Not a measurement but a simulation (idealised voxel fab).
Title: Process Module voxel transistor to metal
210 nm wide, 5 nm square cells: that's cross-section cut.
In what follows, cross-sections appear as grids of square cells, described through bands that run from the top down, where every band is one or more rows of cells. For a band, the entry starts with two heights in nm, that of the top and then that of the bottom, and carries on with the band's materials in order from left to right, each alongside its width in nm; the word "everywhere" beside a single material means it fills the band edge to edge, and "blank" means empty space. Beneath 0, the wafer as received is one material, and that level is where height counting begins. The lowest band goes on downward without a bottom; it is written like "z 0 and below". Top row gets the first number, bottom row gets the second, and each row in between changes by the same step: that is how a band width like "30->40" works. "no modification" for a step: no cell of the cross-section changed in that step. Reported under the label "Enclosed void listing" are the empty spaces having no open way to the top and comprising 8 cells or more; the notation for each is width x height at distance, in which the distance is measured from the left edge and all three values are in nm. What comes after the settings on a step's line is commentary from the simulator itself on that step. Regarding "overlay nm": on a step with a mask, it is the distance the mask lay to the right of its planned place; a negative value places it to the left.
Process steps foreseen in the plan:
1) RECEIVE [material Si]
2) CONFORMAL_DEP [material SiO2] [thk nm 5]
3) CONFORMAL_DEP [material SiN] [thk nm 10]
4) DIRECTIONAL_DEP [material aC] [thk nm 10]
5) PATTERN [tone cover] [mask id ACTIVE] [material resist] [width nm 135] [thk nm 30] [overlay nm 0]
6) DIRECTIONAL_ETCH [etch materials aC] [depth nm 10]
7) STRIP [etch materials resist]
8) DIRECTIONAL_ETCH [etch materials SiN] [depth nm 10]
9) DIRECTIONAL_ETCH [etch materials SiO2] [depth nm 5]
10) DIRECTIONAL_ETCH [etch materials Si] [depth nm 25]
11) STRIP [etch materials aC]
12) OXIDIZE [depth nm 5]
13) FILL_DEP [material SiO2] [thk nm 15]
14) CMP [height nm 15]
15) SELECTIVE_ETCH [etch materials SiO2] [depth nm 5]
16) STRIP [etch materials SiN]
17) SELECTIVE_ETCH [etch materials SiO2] [depth nm 5]
18) OXIDIZE [depth nm 5]
19) DIRECTIONAL_DEP [material polySi] [thk nm 20]
20) DIRECTIONAL_DEP [material SiCN] [thk nm 15]
21) DIRECTIONAL_DEP [material aC] [thk nm 10]
22) PATTERN [tone cover] [mask id GATE] [material resist] [width nm 35] [thk nm 25] [overlay nm -15]
23) DIRECTIONAL_ETCH [etch materials aC] [depth nm 10]
24) STRIP [etch materials resist]
25) DIRECTIONAL_ETCH [etch materials SiCN] [depth nm 25]
26) DIRECTIONAL_ETCH [etch materials polySi] [depth nm 30]
27) STRIP [etch materials aC]
28) CONFORMAL_DEP [material SiO2] [thk nm 5]
29) DIRECTIONAL_ETCH [etch materials SiO2] [depth nm 5]
30) CONFORMAL_DEP [material SiN] [thk nm 5]
31) DIRECTIONAL_ETCH [etch materials SiN] [depth nm 5]
32) DIRECTIONAL_ETCH [etch materials SiO2] [depth nm 5]
33) EPI [material pSi] [thk nm 5]
34) FILL_DEP [material SiO2] [thk nm 10]
35) CMP [height nm 20]
36) STRIP [etch materials polySi]
37) SELECTIVE_ETCH [etch materials SiO2] [depth nm 5]
38) CONFORMAL_DEP [material HfO2] [thk nm 5]
39) CONFORMAL_DEP [material TiN] [thk nm 5]
40) FILL_DEP [material W] [thk nm 10]
41) CMP [height nm 15]
42) DIRECTIONAL_DEP [material SiO2] [thk nm 15]
43) MASKED_ETCH [tone open] [mask id CONTACT] [width nm 20] [pitch nm 95] [etch materials SiO2] [depth nm 30] [overlay nm 0]
44) CONFORMAL_DEP [material TiN] [thk nm 5]
45) FILL_DEP [material W] [thk nm 10]
46) CMP [height nm 30]
47) CONFORMAL_DEP [material SiN] [thk nm 5]
48) DIRECTIONAL_DEP [material SiO2] [thk nm 15]
49) PATTERN [tone open] [mask id METAL_1] [material resist] [width nm 20] [pitch nm 95] [thk nm 20] [overlay nm 0]
50) DIRECTIONAL_ETCH [etch materials SiO2] [depth nm 15]
51) DIRECTIONAL_ETCH [etch materials SiN] [depth nm 5]
52) STRIP [etch materials resist]
53) CONFORMAL_DEP [material TiN] [thk nm 5]
54) FILL_DEP [material Cu] [thk nm 10]
55) CMP [height nm 50]
56) EPI [material Ru] [thk nm 5]
57) FILL_DEP [material SiCN] [thk nm 5]
The wafers in this document start out alike and differ in the overlay nm applied at step 22; the plan shows the value used for the first wafer.
First of several wafers (as received, post step 1), cross-sectional view:
- z 0 and below | Si everywhere
- Enclosed void listing: none
Heads up, this table goes wafer by wafer. A row tells you, at the end of the module, how many cells of each material that wafer has put on (+) or dropped (-) since it was received, and then its closed voids:
overlay nm -15; +12 Cu; +15 HfO2; +12 Ru; -127 Si; +72 SiCN; +42 SiN; +378 SiO2; +59 TiN; +27 W; +14 pSi; Enclosed void listing: none
overlay nm -10; +12 Cu; +15 HfO2; +12 Ru; -127 Si; +72 SiCN; +42 SiN; +375 SiO2; +59 TiN; +30 W; +14 pSi; Enclosed void listing: none
overlay nm -5; +12 Cu; +15 HfO2; +12 Ru; -127 Si; +72 SiCN; +42 SiN; +375 SiO2; +59 TiN; +30 W; +14 pSi; Enclosed void listing: none
overlay nm 0; +12 Cu; +15 HfO2; +12 Ru; -127 Si; +72 SiCN; +42 SiN; +375 SiO2; +59 TiN; +30 W; +14 pSi; Enclosed void listing: none
overlay nm 5; +12 Cu; +15 HfO2; +12 Ru; -127 Si; +72 SiCN; +42 SiN; +375 SiO2; +59 TiN; +30 W; +14 pSi; Enclosed void listing: none
overlay nm 10; +12 Cu; +15 HfO2; +12 Ru; -127 Si; +72 SiCN; +42 SiN; +375 SiO2; +59 TiN; +30 W; +14 pSi; Enclosed void listing: none
overlay nm 15; +12 Cu; +15 HfO2; +12 Ru; -127 Si; +72 SiCN; +42 SiN; +378 SiO2; +59 TiN; +27 W; +14 pSi; Enclosed void listing: none
